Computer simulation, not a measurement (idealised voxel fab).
Module name: voxel wiring stack (process module)
For reference, the cross-section in this document is cut, with width 250 nm and square cells of 5 nm.
Throughout this document, each cross-section is represented as a grid of square cells and is presented as a sequence of bands enumerated from the top downward, where a band comprises one or more rows of cells. Band: top and bottom heights (nm) first, top before bottom; then materials from left to right, widths in nm. "edge to edge" marks a sole material filling the band edge to edge. "air" denotes empty space. Heads up on the height convention: 0 is the point under which the incoming wafer is all one material, and the lowest band has no bottom, it just keeps going down, like "from 0 down". Read "30->40" as a graded width: first number on top, second number at the bottom, same change between each pair of neighbouring rows. Key: "no change" - step with no changed cell in the cross-section. In the "Unvented cavities" entry, you get each enclosed empty space of 8 cells or more, one with no open way to the top, written width x height at distance, distance from the left edge, in nm. What comes after the settings on a step's line is commentary from the simulator itself on that step. You can add "overlay nm" to a step's line. For a step with a mask, it describes how far the mask lay to the right of its planned position, and a negative number describes a lay to the left.
Intended process steps:
1) RECEIVE,material Si
2) CONFORMAL_DEP,material SiO2,thk nm 10
3) CONFORMAL_DEP,material SiN,thk nm 5
4) DIRECTIONAL_DEP,material lowk,thk nm 15
5) PATTERN,tone open,mask id METAL_1,material resist,width nm 20,pitch nm 35,thk nm 20,overlay nm 0
6) DIRECTIONAL_ETCH,etch materials lowk,depth nm 15
7) DIRECTIONAL_ETCH,etch materials SiN,depth nm 5
8) STRIP,etch materials resist
9) CONFORMAL_DEP,material TiN,thk nm 5
10) FILL_DEP,material Ru,thk nm 10
11) CMP,height nm 30
12) EPI,material Ru,thk nm 5
13) FILL_DEP,material SiCN,thk nm 5
14) DIRECTIONAL_DEP,material lowk,thk nm 10
15) DIRECTIONAL_DEP,material aC,thk nm 15
16) PATTERN,tone open,mask id PLUG_1,material resist,width nm 15,pitch nm 70,thk nm 30,overlay nm 0
17) DIRECTIONAL_ETCH,etch materials aC,depth nm 15
18) STRIP,etch materials resist
19) DIRECTIONAL_ETCH,etch materials lowk,depth nm 10
20) DIRECTIONAL_ETCH,etch materials SiCN,depth nm 5
21) STRIP,etch materials aC
22) EPI,material Ru,thk nm 10
23) EPI,material Ru,thk nm 5
24) DIRECTIONAL_DEP,material TiN,thk nm 5
25) DIRECTIONAL_DEP,material W,thk nm 15
26) MASKED_ETCH,tone cover,mask id METAL_2,width nm 20,pitch nm 35,etch materials W,depth nm 15,overlay nm 0
27) MASKED_ETCH,tone cover,mask id METAL_2,width nm 20,pitch nm 35,etch materials TiN,depth nm 5,overlay nm 0
28) CONFORMAL_DEP,material SiCN,thk nm 5
29) FILL_DEP,material lowk,thk nm 10
30) CMP,height nm 70
31) CONFORMAL_DEP,material SiCN,thk nm 5
32) DIRECTIONAL_DEP,material lowk,thk nm 15
33) PATTERN,tone open,mask id PLUG_2,material resist,width nm 15,pitch nm 35,thk nm 20,overlay nm 0
34) DIRECTIONAL_ETCH,etch materials lowk,depth nm 15
35) DIRECTIONAL_ETCH,etch materials SiCN,depth nm 5
36) STRIP,etch materials resist
37) CONFORMAL_DEP,material TiN,thk nm 5
38) FILL_DEP,material Ru,thk nm 10
39) CMP,height nm 90
40) DIRECTIONAL_DEP,material TiN,thk nm 5
41) DIRECTIONAL_DEP,material W,thk nm 25
42) PATTERN,tone cover,mask id METAL_3,material resist,width nm 20,pitch nm 35,thk nm 20,overlay nm 0
43) DIRECTIONAL_ETCH,etch materials W,depth nm 25
44) DIRECTIONAL_ETCH,etch materials TiN,depth nm 5
45) STRIP,etch materials resist
46) FILL_DEP,material SiO2,thk nm 10
47) CMP,height nm 120
48) CONFORMAL_DEP,material SiCN,thk nm 5
The cross-section here shows the wafer as received, i.e. in its state after step 1:
- from 0 down = Si edge to edge
- Unvented cavities: none
Cross-sectional result after module completion. Note: starting condition and plan are unchanged from above; one processing mistake was made:
- from 125 to 120 = SiCN edge to edge
- from 120 to 95 = SiO2=60 / W=20 / SiO2=15 / W=20 / SiO2=15 / W=20 / SiO2=15 / W=20 / SiO2=65
- from 95 to 90 = SiO2=60 / TiN=20 / SiO2=15 / TiN=20 / SiO2=15 / TiN=20 / SiO2=15 / TiN=20 / SiO2=65
- from 90 to 75 = lowk=60 / TiN=5 / Ru=5 / TiN=5 / lowk=20 / TiN=5 / Ru=5 / TiN=5 / lowk=20 / TiN=5 / Ru=5 / TiN=5 / lowk=20 / TiN=5 / Ru=5 / TiN=5 / lowk=70
- from 75 to 70 = SiCN=60 / TiN=15 / SiCN=20 / TiN=15 / SiCN=20 / TiN=15 / SiCN=20 / TiN=15 / SiCN=70
- from 70 to 65 = lowk=55 / SiCN=20 / W=5 / SiCN=5 / lowk=5 / SiCN=5 / W=20 / SiCN=5 / lowk=5 / SiCN=20 / W=5 / SiCN=5 / lowk=5 / SiCN=5 / W=20 / SiCN=5 / lowk=60
- from 65 to 55 = lowk=55 / SiCN=5 / W=20 / SiCN=5 / lowk=5 / SiCN=5 / W=20 / SiCN=5 / lowk=5 / SiCN=5 / W=20 / SiCN=5 / lowk=5 / SiCN=5 / W=20 / SiCN=5 / lowk=60
- from 55 to 50 = SiCN=60 / W=15 / TiN=5 / SiCN=15 / TiN=20 / SiCN=15 / W=15 / TiN=5 / SiCN=15 / TiN=20 / SiCN=65
- from 50 to 45 = SiCN=60 / TiN=15 / SiCN=55 / TiN=15 / SiCN=105
- from 45 to 40 = SiCN=55 / lowk=30 / SiCN=5 / lowk=30 / SiCN=5 / lowk=30 / SiCN=5 / lowk=30 / SiCN=60
- from 40 to 35 = lowk edge to edge
- from 35 to 30 = lowk=55 / Ru=30 / lowk=5 / Ru=30 / lowk=5 / Ru=30 / lowk=5 / Ru=30 / lowk=60
- from 30 to 15 = lowk=60 / TiN=5 / Ru=10 / TiN=5 / lowk=15 / TiN=5 / Ru=10 / TiN=5 / lowk=15 / TiN=5 / Ru=10 / TiN=5 / lowk=15 / TiN=5 / Ru=10 / TiN=5 / lowk=65
- from 15 to 10 = SiN=60 / TiN=20 / SiN=15 / TiN=20 / SiN=15 / TiN=20 / SiN=15 / TiN=20 / SiN=65
- from 10 to 0 = SiO2 edge to edge
- from 0 down = Si edge to edge
- Unvented cavities: none
Deviation from plan: transposition of steps 13 and 14 relative to the planned sequence
